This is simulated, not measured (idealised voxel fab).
Process module in this document: voxel transistor to metal
This is section cut - it's 200 nm across, gridded in 5 nm square cells.
We lay out every cross-section as a grid of square cells and spell it out in bands from the top down, where one band means one or more rows of cells. Quick guide to a band line: top height, bottom height (nm) up front; then every material left to right with its width in nm. Only one material and it's marked "everywhere"? Then it fills the band edge to edge. And "blank" just means empty space. Ref level 0: as-received wafer is one material below here. Bottom band extends down with no lower bound ("0 down"). A two-number width, for instance "30 to 40", indicates that the width is equal to the first number in the top row of the band and to the second number in the bottom row, and that it changes by a constant amount per row of cells. Step marked "nothing different"? Then no cell in the cross-section changed in it. You'll see "Closed internal voids" listing empty spaces that have no way open to the top, as long as they're 8 cells or more; the notation is width x height at distance, where the distance is from the left edge, and all of it is in nm. Step line, after settings: the simulator's comment on this step. On any step carrying a mask, the "overlay nm" setting, if present on the step's line, tells how far right of its planned place the mask lay; negative values point to the left. Each pair below shows a cross-section before one step and the cross-section after it, down to the lowest band that changed. The line under each pair gives the step between them, with its settings. The pairs can come from different runs of this module on the same starting wafer, so a pair continues from the pair above only where its "Snapshot before" says so.

Snapshot before
- 10 to 0 = 70 nm blank; 10 nm SiN; 35 nm SiCN; 10 nm SiN; 75 nm blank
- 0 to -5 = 30 nm blank; 10 nm SiN; 30 nm blank; 10 nm SiN; 35 nm SiCN; 10 nm SiN; 30 nm blank; 10 nm SiN; 35 nm blank
- -5 to -10 = 40 nm SiO2; 30 nm blank; 55 nm SiO2; 30 nm blank; 45 nm SiO2
- -10 to -35 = 40 nm SiO2; 115 nm Si; 45 nm SiO2
- -35 down = Si everywhere
- Closed internal voids: none

Post-Process Section
- 10 to 0 = 70 nm blank; 10 nm SiN; 35 nm SiCN; 10 nm SiN; 75 nm blank
- 0 to -5 = 30 nm blank; 10 nm SiN; 30 nm blank; 10 nm SiN; 35 nm SiCN; 10 nm SiN; 30 nm blank; 10 nm SiN; 35 nm blank
- -5 to -10 = 40 nm SiO2; 30 nm blank; 55 nm SiO2; 30 nm blank; 45 nm SiO2
- -10 to -20 = 40 nm SiO2; 30 nm blank; 55 nm Si; 30 nm blank; 45 nm SiO2
- Note: structure below -20 unchanged.
- Closed internal voids: none
The two cross-sections above bracket this step: DIRECTIONAL_ETCH,etch materials Si,depth nm 10

Snapshot before: the wafer arrives at this step looking as the after cross-section in the pair just above shows it.

Post-Process Section
- 10 to 0 = 70 nm blank; 10 nm SiN; 35 nm SiCN; 10 nm SiN; 75 nm blank
- 0 to -5 = 30 nm blank; 10 nm SiN; 20 nm blank; 10 nm SiGe; 10 nm SiN; 35 nm SiCN; 10 nm SiN; 10 nm SiGe; 20 nm blank; 10 nm SiN; 35 nm blank
- -5 to -10 = 40 nm SiO2; 20 nm blank; 10 nm SiGe; 55 nm SiO2; 10 nm SiGe; 20 nm blank; 45 nm SiO2
- -10 to -20 = 40 nm SiO2; 30 nm SiGe; 55 nm Si; 30 nm SiGe; 45 nm SiO2
- Note: structure below -20 unchanged.
- Closed internal voids: none
The two cross-sections above bracket this step: EPI,material SiGe,thk nm 10

Snapshot before: the wafer arrives at this step looking as the after cross-section in the pair just above shows it.

Post-Process Section
- 15 to 10 = SiO2 everywhere
- 10 to 0 = 70 nm SiO2; 10 nm SiN; 35 nm SiCN; 10 nm SiN; 75 nm SiO2
- 0 to -5 = 30 nm SiO2; 10 nm SiN; 20 nm SiO2; 10 nm SiGe; 10 nm SiN; 35 nm SiCN; 10 nm SiN; 10 nm SiGe; 20 nm SiO2; 10 nm SiN; 35 nm SiO2
- -5 to -10 = 60 nm SiO2; 10 nm SiGe; 55 nm SiO2; 10 nm SiGe; 65 nm SiO2
- Note: structure below -10 unchanged.
- Closed internal voids: none
The two cross-sections above bracket this step: FILL_DEP,material SiO2,thk nm 5

Snapshot before: the wafer arrives at this step looking as the after cross-section in the pair just above shows it.

Post-Process Section
- 10 to 0 = 70 nm SiO2; 10 nm SiN; 35 nm SiCN; 10 nm SiN; 75 nm SiO2
- Note: structure below 0 unchanged.
- Closed internal voids: none
The two cross-sections above bracket this step: SELECTIVE_ETCH,etch materials SiO2,depth nm 5

Snapshot before: the wafer arrives at this step looking as the after cross-section in the pair just above shows it.

Post-Process Section
- 15 to 10 = HfO2 everywhere
- Note: structure below 10 unchanged.
- Closed internal voids: none
The two cross-sections above bracket this step: CONFORMAL_DEP,material HfO2,thk nm 5

Snapshot before: the wafer arrives at this step looking as the after cross-section in the pair just above shows it.

Post-Process Section
- 20 to 15 = TiN everywhere
- Note: structure below 15 unchanged.
- Closed internal voids: none
The two cross-sections above bracket this step: CONFORMAL_DEP,material TiN,thk nm 5

Snapshot before: the wafer arrives at this step looking as the after cross-section in the pair just above shows it.

Post-Process Section
- 30 to 20 = W everywhere
- Note: structure below 20 unchanged.
- Closed internal voids: none
The two cross-sections above bracket this step: FILL_DEP,material W,thk nm 10

Snapshot before: the wafer arrives at this step looking as the after cross-section in the pair just above shows it.

Post-Process Section
- 10 to 0 = 70 nm SiO2; 10 nm SiN; 35 nm SiCN; 10 nm SiN; 75 nm SiO2
- Note: structure below 0 unchanged.
- Closed internal voids: none
The two cross-sections above bracket this step: CMP,height nm 10

Snapshot before: the wafer arrives at this step looking as the after cross-section in the pair just above shows it.

Post-Process Section
- 20 to 10 = SiO2 everywhere
- Note: structure below 10 unchanged.
- Closed internal voids: none
The two cross-sections above bracket this step: DIRECTIONAL_DEP,material SiO2,thk nm 10

Snapshot before: the wafer arrives at this step looking as the after cross-section in the pair just above shows it.

Post-Process Section
- 20 to 10 = 45 nm SiO2; 15 nm blank; 75 nm SiO2; 15 nm blank; 50 nm SiO2
- 10 to 0 = 45 nm SiO2; 15 nm blank; 10 nm SiO2; 10 nm SiN; 35 nm SiCN; 10 nm SiN; 10 nm SiO2; 15 nm blank; 50 nm SiO2
- 0 to -5 = 30 nm SiO2; 10 nm SiN; 5 nm SiO2; 15 nm blank; 10 nm SiGe; 10 nm SiN; 35 nm SiCN; 10 nm SiN; 10 nm SiGe; 15 nm blank; 5 nm SiO2; 10 nm SiN; 35 nm SiO2
- -5 to -10 = 45 nm SiO2; 15 nm blank; 10 nm SiGe; 55 nm SiO2; 10 nm SiGe; 15 nm blank; 50 nm SiO2
- Note: structure below -10 unchanged.
- Closed internal voids: none
The two cross-sections above bracket this step: MASKED_ETCH,tone open,mask id CONTACT,width nm 15,pitch nm 90,etch materials SiO2,depth nm 30,overlay nm 0

Snapshot before: the wafer arrives at this step looking as the after cross-section in the pair just above shows it.

Post-Process Section
- 25 to 20 = 50 nm TiN; 5 nm blank; 85 nm TiN; 5 nm blank; 55 nm TiN
- 20 to 10 = 45 nm SiO2; 5 nm TiN; 5 nm blank; 5 nm TiN; 75 nm SiO2; 5 nm TiN; 5 nm blank; 5 nm TiN; 50 nm SiO2
- 10 to 0 = 45 nm SiO2; 5 nm TiN; 5 nm blank; 5 nm TiN; 10 nm SiO2; 10 nm SiN; 35 nm SiCN; 10 nm SiN; 10 nm SiO2; 5 nm TiN; 5 nm blank; 5 nm TiN; 50 nm SiO2
- 0 to -5 = 30 nm SiO2; 10 nm SiN; 5 nm SiO2; 5 nm TiN; 5 nm blank; 5 nm TiN; 10 nm SiGe; 10 nm SiN; 35 nm SiCN; 10 nm SiN; 10 nm SiGe; 5 nm TiN; 5 nm blank; 5 nm TiN; 5 nm SiO2; 10 nm SiN; 35 nm SiO2
- -5 to -10 = 45 nm SiO2; 15 nm TiN; 10 nm SiGe; 55 nm SiO2; 10 nm SiGe; 15 nm TiN; 50 nm SiO2
- Note: structure below -10 unchanged.
- Closed internal voids: none
The two cross-sections above bracket this step: CONFORMAL_DEP,material TiN,thk nm 5

Snapshot before: the wafer arrives at this step looking as the after cross-section in the pair just above shows it.

Post-Process Section
- 35 to 25 = W everywhere
- 25 to 20 = 50 nm TiN; 5 nm W; 85 nm TiN; 5 nm W; 55 nm TiN
- 20 to 10 = 45 nm SiO2; 5 nm TiN; 5 nm W; 5 nm TiN; 75 nm SiO2; 5 nm TiN; 5 nm W; 5 nm TiN; 50 nm SiO2
- 10 to 0 = 45 nm SiO2; 5 nm TiN; 5 nm W; 5 nm TiN; 10 nm SiO2; 10 nm SiN; 35 nm SiCN; 10 nm SiN; 10 nm SiO2; 5 nm TiN; 5 nm W; 5 nm TiN; 50 nm SiO2
- 0 to -5 = 30 nm SiO2; 10 nm SiN; 5 nm SiO2; 5 nm TiN; 5 nm W; 5 nm TiN; 10 nm SiGe; 10 nm SiN; 35 nm SiCN; 10 nm SiN; 10 nm SiGe; 5 nm TiN; 5 nm W; 5 nm TiN; 5 nm SiO2; 10 nm SiN; 35 nm SiO2
- Note: structure below -5 unchanged.
- Closed internal voids: none
The two cross-sections above bracket this step: FILL_DEP,material W,thk nm 10

Snapshot before: the wafer arrives at this step looking as the after cross-section in the pair just above shows it.

Post-Process Section
- 20 to 10 = 45 nm SiO2; 5 nm TiN; 5 nm W; 5 nm TiN; 75 nm SiO2; 5 nm TiN; 5 nm W; 5 nm TiN; 50 nm SiO2
- Note: structure below 10 unchanged.
- Closed internal voids: none
The two cross-sections above bracket this step: CMP,height nm 20

Snapshot before: the wafer arrives at this step looking as the after cross-section in the pair just above shows it.

Post-Process Section
- 25 to 20 = SiN everywhere
- Note: structure below 20 unchanged.
- Closed internal voids: none
The two cross-sections above bracket this step: CONFORMAL_DEP,material SiN,thk nm 5

Snapshot before: the wafer arrives at this step looking as the after cross-section in the pair just above shows it.

Post-Process Section
- 45 to 25 = SiO2 everywhere
- Note: structure below 25 unchanged.
- Closed internal voids: none
The two cross-sections above bracket this step: DIRECTIONAL_DEP,material SiO2,thk nm 20

Snapshot before: the wafer arrives at this step looking as the after cross-section in the pair just above shows it.

Post-Process Section
- 65 to 45 = 45 nm resist; 15 nm blank; 75 nm resist; 15 nm blank; 50 nm resist
- Note: structure below 45 unchanged.
- Closed internal voids: none
The two cross-sections above bracket this step: PATTERN,tone open,mask id METAL_1,material resist,width nm 15,pitch nm 90,thk nm 20,overlay nm 0

Snapshot before: the wafer arrives at this step looking as the after cross-section in the pair just above shows it.

Post-Process Section
- 65 to 45 = 45 nm resist; 15 nm blank; 75 nm resist; 15 nm blank; 50 nm resist
- 45 to 25 = 45 nm SiO2; 15 nm blank; 75 nm SiO2; 15 nm blank; 50 nm SiO2
- Note: structure below 25 unchanged.
- Closed internal voids: none
The two cross-sections above bracket this step: DIRECTIONAL_ETCH,etch materials SiO2,depth nm 20

Snapshot before: the wafer arrives at this step looking as the after cross-section in the pair just above shows it.

Post-Process Section
- 65 to 45 = 45 nm resist; 15 nm blank; 75 nm resist; 15 nm blank; 50 nm resist
- 45 to 25 = 45 nm SiO2; 15 nm blank; 75 nm SiO2; 15 nm blank; 50 nm SiO2
- 25 to 20 = 45 nm SiN; 15 nm blank; 75 nm SiN; 15 nm blank; 50 nm SiN
- Note: structure below 20 unchanged.
- Closed internal voids: none
The two cross-sections above bracket this step: DIRECTIONAL_ETCH,etch materials SiN,depth nm 5

Snapshot before: the wafer arrives at this step looking as the after cross-section in the pair just above shows it.

Post-Process Section
- 45 to 25 = 45 nm SiO2; 15 nm blank; 75 nm SiO2; 15 nm blank; 50 nm SiO2
- Note: structure below 25 unchanged.
- Closed internal voids: none
The two cross-sections above bracket this step: STRIP,etch materials resist

Snapshot before: the wafer arrives at this step looking as the after cross-section in the pair just above shows it.

Post-Process Section
- 50 to 45 = 50 nm TiN; 5 nm blank; 85 nm TiN; 5 nm blank; 55 nm TiN
- 45 to 25 = 45 nm SiO2; 5 nm TiN; 5 nm blank; 5 nm TiN; 75 nm SiO2; 5 nm TiN; 5 nm blank; 5 nm TiN; 50 nm SiO2
- 25 to 20 = 45 nm SiN; 15 nm TiN; 75 nm SiN; 15 nm TiN; 50 nm SiN
- Note: structure below 20 unchanged.
- Closed internal voids: none
The two cross-sections above bracket this step: CONFORMAL_DEP,material TiN,thk nm 5

Snapshot before: the wafer arrives at this step looking as the after cross-section in the pair just above shows it.

Post-Process Section
- 55 to 50 = Cu everywhere
- 50 to 45 = 50 nm TiN; 5 nm Cu; 85 nm TiN; 5 nm Cu; 55 nm TiN
- 45 to 25 = 45 nm SiO2; 5 nm TiN; 5 nm Cu; 5 nm TiN; 75 nm SiO2; 5 nm TiN; 5 nm Cu; 5 nm TiN; 50 nm SiO2
- Note: structure below 25 unchanged.
- Closed internal voids: none
The two cross-sections above bracket this step: FILL_DEP,material Cu,thk nm 5

Snapshot before: the wafer arrives at this step looking as the after cross-section in the pair just above shows it.

Post-Process Section
- 45 to 25 = 45 nm SiO2; 5 nm TiN; 5 nm Cu; 5 nm TiN; 75 nm SiO2; 5 nm TiN; 5 nm Cu; 5 nm TiN; 50 nm SiO2
- Note: structure below 25 unchanged.
- Closed internal voids: none
The two cross-sections above bracket this step: CMP,height nm 45

Snapshot before: the wafer arrives at this step looking as the after cross-section in the pair just above shows it.

Post-Process Section
- 50 to 45 = SiN everywhere
- Note: structure below 45 unchanged.
- Closed internal voids: none
The two cross-sections above bracket this step: CONFORMAL_DEP,material SiN,thk nm 5

Snapshot before
- 30 to 15 = 35 nm blank; 125 nm resist; 40 nm blank
- 15 to 0 = 35 nm blank; 125 nm SiN; 40 nm blank
- 0 to -5 = 35 nm blank; 125 nm SiO2; 40 nm blank
- -5 to -30 = 35 nm blank; 125 nm Si; 40 nm blank
- -30 down = Si everywhere
- Closed internal voids: none

Post-Process Section
- 30 to 15 = 35 nm blank; 125 nm resist; 40 nm blank
- 15 to 0 = 35 nm blank; 125 nm SiN; 40 nm blank
- 0 to -5 = 35 nm blank; 125 nm SiO2; 40 nm blank
- -5 to -55 = 35 nm blank; 125 nm Si; 40 nm blank
- Note: structure below -55 unchanged.
- Closed internal voids: none
The two cross-sections above bracket this step: DIRECTIONAL_ETCH,etch materials Si,depth nm 25

Snapshot before: the wafer arrives at this step looking as the after cross-section in the pair just above shows it.

Post-Process Section
- 15 to 0 = 35 nm blank; 125 nm SiN; 40 nm blank
- Note: structure below 0 unchanged.
- Closed internal voids: none
The two cross-sections above bracket this step: STRIP,etch materials resist

Snapshot before: the wafer arrives at this step looking as the after cross-section in the pair just above shows it.

Post-Process Section
- 15 to 0 = 35 nm blank; 125 nm SiN; 40 nm blank
- 0 to -5 = 35 nm blank; 125 nm SiO2; 40 nm blank
- -5 to -55 = 35 nm blank; 5 nm SiO2; 115 nm Si; 5 nm SiO2; 40 nm blank
- -55 to -60 = 40 nm SiO2; 115 nm Si; 45 nm SiO2
- Note: structure below -60 unchanged.
- Closed internal voids: none
The two cross-sections above bracket this step: OXIDIZE,depth nm 5

Snapshot before: the wafer arrives at this step looking as the after cross-section in the pair just above shows it.

Post-Process Section
- 25 to 15 = SiO2 everywhere
- 15 to 0 = 35 nm SiO2; 125 nm SiN; 40 nm SiO2
- 0 to -5 = SiO2 everywhere
- -5 to -60 = 40 nm SiO2; 115 nm Si; 45 nm SiO2
- Note: structure below -60 unchanged.
- Closed internal voids: none
The two cross-sections above bracket this step: FILL_DEP,material SiO2,thk nm 10

Snapshot before: the wafer arrives at this step looking as the after cross-section in the pair just above shows it.

Post-Process Section
- 15 to 0 = 35 nm SiO2; 125 nm SiN; 40 nm SiO2
- Note: structure below 0 unchanged.
- Closed internal voids: none
The two cross-sections above bracket this step: CMP,height nm 15

Snapshot before: the wafer arrives at this step looking as the after cross-section in the pair just above shows it.

Post-Process Section
- 15 to 5 = 35 nm blank; 125 nm SiN; 40 nm blank
- Note: structure below 5 unchanged.
- Closed internal voids: none
The two cross-sections above bracket this step: SELECTIVE_ETCH,etch materials SiO2,depth nm 10

Snapshot before: the wafer arrives at this step looking as the after cross-section in the pair just above shows it.

Post-Process Section
- 5 to 0 = 35 nm SiO2; 125 nm blank; 40 nm SiO2
- Note: structure below 0 unchanged.
- Closed internal voids: none
The two cross-sections above bracket this step: STRIP,etch materials SiN

Snapshot before: the wafer arrives at this step looking as the after cross-section in the pair just above shows it.

Post-Process Section
- 0 to -5 = 30 nm SiO2; 135 nm blank; 35 nm SiO2
- Note: structure below -5 unchanged.
- Closed internal voids: none
The two cross-sections above bracket this step: SELECTIVE_ETCH,etch materials SiO2,depth nm 5

Snapshot before: the wafer arrives at this step looking as the after cross-section in the pair just above shows it.

Post-Process Section
- 0 to -5 = 30 nm SiO2; 135 nm blank; 35 nm SiO2
- -5 to -10 = SiO2 everywhere
- Note: structure below -10 unchanged.
- Closed internal voids: none
The two cross-sections above bracket this step: OXIDIZE,depth nm 5

Snapshot before: the wafer arrives at this step looking as the after cross-section in the pair just above shows it.

Post-Process Section
- 20 to 15 = 30 nm polySi; 135 nm blank; 35 nm polySi
- 15 to 0 = polySi everywhere
- 0 to -5 = 30 nm SiO2; 135 nm polySi; 35 nm SiO2
- Note: structure below -5 unchanged.
- Closed internal voids: none
The two cross-sections above bracket this step: DIRECTIONAL_DEP,material polySi,thk nm 20

Snapshot before: the wafer arrives at this step looking as the after cross-section in the pair just above shows it.

Post-Process Section
- 35 to 30 = 30 nm SiCN; 135 nm blank; 35 nm SiCN
- 30 to 20 = SiCN everywhere
- 20 to 15 = 30 nm polySi; 135 nm SiCN; 35 nm polySi
- Note: structure below 15 unchanged.
- Closed internal voids: none
The two cross-sections above bracket this step: DIRECTIONAL_DEP,material SiCN,thk nm 15

Snapshot before: the wafer arrives at this step looking as the after cross-section in the pair just above shows it.

Post-Process Section
- 50 to 35 = 80 nm blank; 35 nm resist; 85 nm blank
- 35 to 30 = 30 nm SiCN; 50 nm blank; 35 nm resist; 50 nm blank; 35 nm SiCN
- Note: structure below 30 unchanged.
- Closed internal voids: none
The two cross-sections above bracket this step: PATTERN,tone cover,mask id GATE,material resist,width nm 35,thk nm 15,overlay nm 0

Snapshot before: the wafer arrives at this step looking as the after cross-section in the pair just above shows it.

Post-Process Section
- 50 to 30 = 80 nm blank; 35 nm resist; 85 nm blank
- 30 to 20 = 80 nm blank; 35 nm SiCN; 85 nm blank
- 20 to 15 = 30 nm polySi; 50 nm blank; 35 nm SiCN; 50 nm blank; 35 nm polySi
- Note: structure below 15 unchanged.
- Closed internal voids: none
The two cross-sections above bracket this step: DIRECTIONAL_ETCH,etch materials SiCN,depth nm 25

Snapshot before: the wafer arrives at this step looking as the after cross-section in the pair just above shows it.

Post-Process Section
- 50 to 30 = 80 nm blank; 35 nm resist; 85 nm blank
- 30 to 15 = 80 nm blank; 35 nm SiCN; 85 nm blank
- 15 to 0 = 80 nm blank; 35 nm polySi; 85 nm blank
- 0 to -5 = 30 nm SiO2; 50 nm blank; 35 nm polySi; 50 nm blank; 35 nm SiO2
- Note: structure below -5 unchanged.
- Closed internal voids: none
The two cross-sections above bracket this step: DIRECTIONAL_ETCH,etch materials polySi,depth nm 30

Snapshot before: the wafer arrives at this step looking as the after cross-section in the pair just above shows it.

Post-Process Section
- 30 to 15 = 80 nm blank; 35 nm SiCN; 85 nm blank
- Note: structure below 15 unchanged.
- Closed internal voids: none
The two cross-sections above bracket this step: STRIP,etch materials resist

Snapshot before: the wafer arrives at this step looking as the after cross-section in the pair just above shows it.

Post-Process Section
- 40 to 30 = 70 nm blank; 55 nm SiN; 75 nm blank
- 30 to 15 = 70 nm blank; 10 nm SiN; 35 nm SiCN; 10 nm SiN; 75 nm blank
- 15 to 10 = 70 nm blank; 10 nm SiN; 35 nm polySi; 10 nm SiN; 75 nm blank
- 10 to 5 = 40 nm SiN; 30 nm blank; 10 nm SiN; 35 nm polySi; 10 nm SiN; 30 nm blank; 45 nm SiN
- 5 to 0 = 80 nm SiN; 35 nm polySi; 85 nm SiN
- 0 to -5 = 30 nm SiO2; 50 nm SiN; 35 nm polySi; 50 nm SiN; 35 nm SiO2
- Note: structure below -5 unchanged.
- Closed internal voids: none
The two cross-sections above bracket this step: CONFORMAL_DEP,material SiN,thk nm 10

Snapshot before: the wafer arrives at this step looking as the after cross-section in the pair just above shows it.

Post-Process Section
- 30 to 15 = 70 nm blank; 10 nm SiN; 35 nm SiCN; 10 nm SiN; 75 nm blank
- 15 to 0 = 70 nm blank; 10 nm SiN; 35 nm polySi; 10 nm SiN; 75 nm blank
- 0 to -5 = 30 nm SiO2; 10 nm SiN; 30 nm blank; 10 nm SiN; 35 nm polySi; 10 nm SiN; 30 nm blank; 10 nm SiN; 35 nm SiO2
- Note: structure below -5 unchanged.
- Closed internal voids: none
The two cross-sections above bracket this step: DIRECTIONAL_ETCH,etch materials SiN,depth nm 10

Snapshot before: the wafer arrives at this step looking as the after cross-section in the pair just above shows it.

Post-Process Section
- 30 to 15 = 70 nm blank; 10 nm SiN; 35 nm SiCN; 10 nm SiN; 75 nm blank
- 15 to 0 = 70 nm blank; 10 nm SiN; 35 nm polySi; 10 nm SiN; 75 nm blank
- 0 to -5 = 30 nm blank; 10 nm SiN; 30 nm blank; 10 nm SiN; 35 nm polySi; 10 nm SiN; 30 nm blank; 10 nm SiN; 35 nm blank
- -5 to -10 = 40 nm SiO2; 30 nm blank; 55 nm SiO2; 30 nm blank; 45 nm SiO2
- Note: structure below -10 unchanged.
- Closed internal voids: none
The two cross-sections above bracket this step: DIRECTIONAL_ETCH,etch materials SiO2,depth nm 5

Snapshot before: the wafer arrives at this step looking as the after cross-section in the pair just above shows it.

Post-Process Section
- 30 to 15 = 70 nm blank; 10 nm SiN; 35 nm SiCN; 10 nm SiN; 75 nm blank
- 15 to 0 = 70 nm blank; 10 nm SiN; 35 nm polySi; 10 nm SiN; 75 nm blank
- 0 to -5 = 30 nm blank; 10 nm SiN; 30 nm blank; 10 nm SiN; 35 nm polySi; 10 nm SiN; 30 nm blank; 10 nm SiN; 35 nm blank
- -5 to -10 = 40 nm SiO2; 30 nm blank; 55 nm SiO2; 30 nm blank; 45 nm SiO2
- -10 to -20 = 40 nm SiO2; 30 nm blank; 55 nm Si; 30 nm blank; 45 nm SiO2
- Note: structure below -20 unchanged.
- Closed internal voids: none
The two cross-sections above bracket this step: DIRECTIONAL_ETCH,etch materials Si,depth nm 10

Snapshot before: the wafer arrives at this step looking as the after cross-section in the pair just above shows it.

Post-Process Section
- 30 to 15 = 70 nm blank; 10 nm SiN; 35 nm SiCN; 10 nm SiN; 75 nm blank
- 15 to 0 = 70 nm blank; 10 nm SiN; 35 nm polySi; 10 nm SiN; 75 nm blank
- 0 to -5 = 30 nm blank; 10 nm SiN; 20 nm blank; 10 nm SiGe; 10 nm SiN; 35 nm polySi; 10 nm SiN; 10 nm SiGe; 20 nm blank; 10 nm SiN; 35 nm blank
- -5 to -10 = 40 nm SiO2; 20 nm blank; 10 nm SiGe; 55 nm SiO2; 10 nm SiGe; 20 nm blank; 45 nm SiO2
- -10 to -20 = 40 nm SiO2; 30 nm SiGe; 55 nm Si; 30 nm SiGe; 45 nm SiO2
- Note: structure below -20 unchanged.
- Closed internal voids: none
The two cross-sections above bracket this step: EPI,material SiGe,thk nm 10

Snapshot before: the wafer arrives at this step looking as the after cross-section in the pair just above shows it.

Post-Process Section
- 35 to 30 = SiO2 everywhere
- 30 to 15 = 70 nm SiO2; 10 nm SiN; 35 nm SiCN; 10 nm SiN; 75 nm SiO2
- 15 to 0 = 70 nm SiO2; 10 nm SiN; 35 nm polySi; 10 nm SiN; 75 nm SiO2
- 0 to -5 = 30 nm SiO2; 10 nm SiN; 20 nm SiO2; 10 nm SiGe; 10 nm SiN; 35 nm polySi; 10 nm SiN; 10 nm SiGe; 20 nm SiO2; 10 nm SiN; 35 nm SiO2
- -5 to -10 = 60 nm SiO2; 10 nm SiGe; 55 nm SiO2; 10 nm SiGe; 65 nm SiO2
- Note: structure below -10 unchanged.
- Closed internal voids: none
The two cross-sections above bracket this step: FILL_DEP,material SiO2,thk nm 5

Snapshot before: the wafer arrives at this step looking as the after cross-section in the pair just above shows it.

Post-Process Section
- 15 to 0 = 70 nm SiO2; 10 nm SiN; 35 nm polySi; 10 nm SiN; 75 nm SiO2
- Note: structure below 0 unchanged.
- Closed internal voids: none
The two cross-sections above bracket this step: CMP,height nm 15

Snapshot before: the wafer arrives at this step looking as the after cross-section in the pair just above shows it.

Post-Process Section
- 15 to 0 = 70 nm SiO2; 10 nm SiN; 35 nm blank; 10 nm SiN; 75 nm SiO2
- 0 to -5 = 30 nm SiO2; 10 nm SiN; 20 nm SiO2; 10 nm SiGe; 10 nm SiN; 35 nm blank; 10 nm SiN; 10 nm SiGe; 20 nm SiO2; 10 nm SiN; 35 nm SiO2
- Note: structure below -5 unchanged.
- Closed internal voids: none
The two cross-sections above bracket this step: STRIP,etch materials polySi

Snapshot before: the wafer arrives at this step looking as the after cross-section in the pair just above shows it.

Post-Process Section
- 15 to 10 = 70 nm blank; 10 nm SiN; 35 nm blank; 10 nm SiN; 75 nm blank
- 10 to 0 = 70 nm SiO2; 10 nm SiN; 35 nm blank; 10 nm SiN; 75 nm SiO2
- 0 to -5 = 30 nm SiO2; 10 nm SiN; 20 nm SiO2; 10 nm SiGe; 10 nm SiN; 35 nm blank; 10 nm SiN; 10 nm SiGe; 20 nm SiO2; 10 nm SiN; 35 nm SiO2
- -5 to -10 = 60 nm SiO2; 10 nm SiGe; 5 nm SiO2; 45 nm blank; 5 nm SiO2; 10 nm SiGe; 65 nm SiO2
- Note: structure below -10 unchanged.
- Closed internal voids: none
The two cross-sections above bracket this step: SELECTIVE_ETCH,etch materials SiO2,depth nm 5

Snapshot before: the wafer arrives at this step looking as the after cross-section in the pair just above shows it.

Post-Process Section
- 20 to 15 = 65 nm blank; 20 nm HfO2; 25 nm blank; 20 nm HfO2; 70 nm blank
- 15 to 10 = 70 nm HfO2; 10 nm SiN; 5 nm HfO2; 25 nm blank; 5 nm HfO2; 10 nm SiN; 75 nm HfO2
- 10 to 0 = 70 nm SiO2; 10 nm SiN; 5 nm HfO2; 25 nm blank; 5 nm HfO2; 10 nm SiN; 75 nm SiO2
- 0 to -5 = 30 nm SiO2; 10 nm SiN; 20 nm SiO2; 10 nm SiGe; 10 nm SiN; 5 nm HfO2; 25 nm blank; 5 nm HfO2; 10 nm SiN; 10 nm SiGe; 20 nm SiO2; 10 nm SiN; 35 nm SiO2
- -5 to -10 = 60 nm SiO2; 10 nm SiGe; 5 nm SiO2; 45 nm HfO2; 5 nm SiO2; 10 nm SiGe; 65 nm SiO2
- Note: structure below -10 unchanged.
- Closed internal voids: none
The two cross-sections above bracket this step: CONFORMAL_DEP,material HfO2,thk nm 5

Snapshot before: the wafer arrives at this step looking as the after cross-section in the pair just above shows it.

Post-Process Section
- 25 to 20 = 60 nm blank; 30 nm TiN; 15 nm blank; 30 nm TiN; 65 nm blank
- 20 to 15 = 65 nm TiN; 20 nm HfO2; 5 nm TiN; 15 nm blank; 5 nm TiN; 20 nm HfO2; 70 nm TiN
- 15 to 10 = 70 nm HfO2; 10 nm SiN; 5 nm HfO2; 5 nm TiN; 15 nm blank; 5 nm TiN; 5 nm HfO2; 10 nm SiN; 75 nm HfO2
- 10 to 0 = 70 nm SiO2; 10 nm SiN; 5 nm HfO2; 5 nm TiN; 15 nm blank; 5 nm TiN; 5 nm HfO2; 10 nm SiN; 75 nm SiO2
- 0 to -5 = 30 nm SiO2; 10 nm SiN; 20 nm SiO2; 10 nm SiGe; 10 nm SiN; 5 nm HfO2; 25 nm TiN; 5 nm HfO2; 10 nm SiN; 10 nm SiGe; 20 nm SiO2; 10 nm SiN; 35 nm SiO2
- Note: structure below -5 unchanged.
- Closed internal voids: none
The two cross-sections above bracket this step: CONFORMAL_DEP,material TiN,thk nm 5

Snapshot before: the wafer arrives at this step looking as the after cross-section in the pair just above shows it.

Post-Process Section
- 35 to 25 = W everywhere
- 25 to 20 = 60 nm W; 30 nm TiN; 15 nm W; 30 nm TiN; 65 nm W
- 20 to 15 = 65 nm TiN; 20 nm HfO2; 5 nm TiN; 15 nm W; 5 nm TiN; 20 nm HfO2; 70 nm TiN
- 15 to 10 = 70 nm HfO2; 10 nm SiN; 5 nm HfO2; 5 nm TiN; 15 nm W; 5 nm TiN; 5 nm HfO2; 10 nm SiN; 75 nm HfO2
- 10 to 0 = 70 nm SiO2; 10 nm SiN; 5 nm HfO2; 5 nm TiN; 15 nm W; 5 nm TiN; 5 nm HfO2; 10 nm SiN; 75 nm SiO2
- Note: structure below 0 unchanged.
- Closed internal voids: none
The two cross-sections above bracket this step: FILL_DEP,material W,thk nm 10

Snapshot before: the wafer arrives at this step looking as the after cross-section in the pair just above shows it.

Post-Process Section
- 10 to 0 = 70 nm SiO2; 10 nm SiN; 5 nm HfO2; 5 nm TiN; 15 nm W; 5 nm TiN; 5 nm HfO2; 10 nm SiN; 75 nm SiO2
- Note: structure below 0 unchanged.
- Closed internal voids: none
The two cross-sections above bracket this step: CMP,height nm 10

Snapshot before: the wafer arrives at this step looking as the after cross-section in the pair just above shows it.

Post-Process Section
- 20 to 10 = SiO2 everywhere
- Note: structure below 10 unchanged.
- Closed internal voids: none
The two cross-sections above bracket this step: DIRECTIONAL_DEP,material SiO2,thk nm 10

Snapshot before: the wafer arrives at this step looking as the after cross-section in the pair just above shows it.

Post-Process Section
- 20 to 10 = 45 nm SiO2; 15 nm blank; 75 nm SiO2; 15 nm blank; 50 nm SiO2
- 10 to 0 = 45 nm SiO2; 15 nm blank; 10 nm SiO2; 10 nm SiN; 5 nm HfO2; 5 nm TiN; 15 nm W; 5 nm TiN; 5 nm HfO2; 10 nm SiN; 10 nm SiO2; 15 nm blank; 50 nm SiO2
- 0 to -5 = 30 nm SiO2; 10 nm SiN; 5 nm SiO2; 15 nm blank; 10 nm SiGe; 10 nm SiN; 5 nm HfO2; 25 nm TiN; 5 nm HfO2; 10 nm SiN; 10 nm SiGe; 15 nm blank; 5 nm SiO2; 10 nm SiN; 35 nm SiO2
- -5 to -10 = 45 nm SiO2; 15 nm blank; 10 nm SiGe; 5 nm SiO2; 45 nm HfO2; 5 nm SiO2; 10 nm SiGe; 15 nm blank; 50 nm SiO2
- Note: structure below -10 unchanged.
- Closed internal voids: none
The two cross-sections above bracket this step: MASKED_ETCH,tone open,mask id CONTACT,width nm 15,pitch nm 90,etch materials SiO2,depth nm 30,overlay nm 0
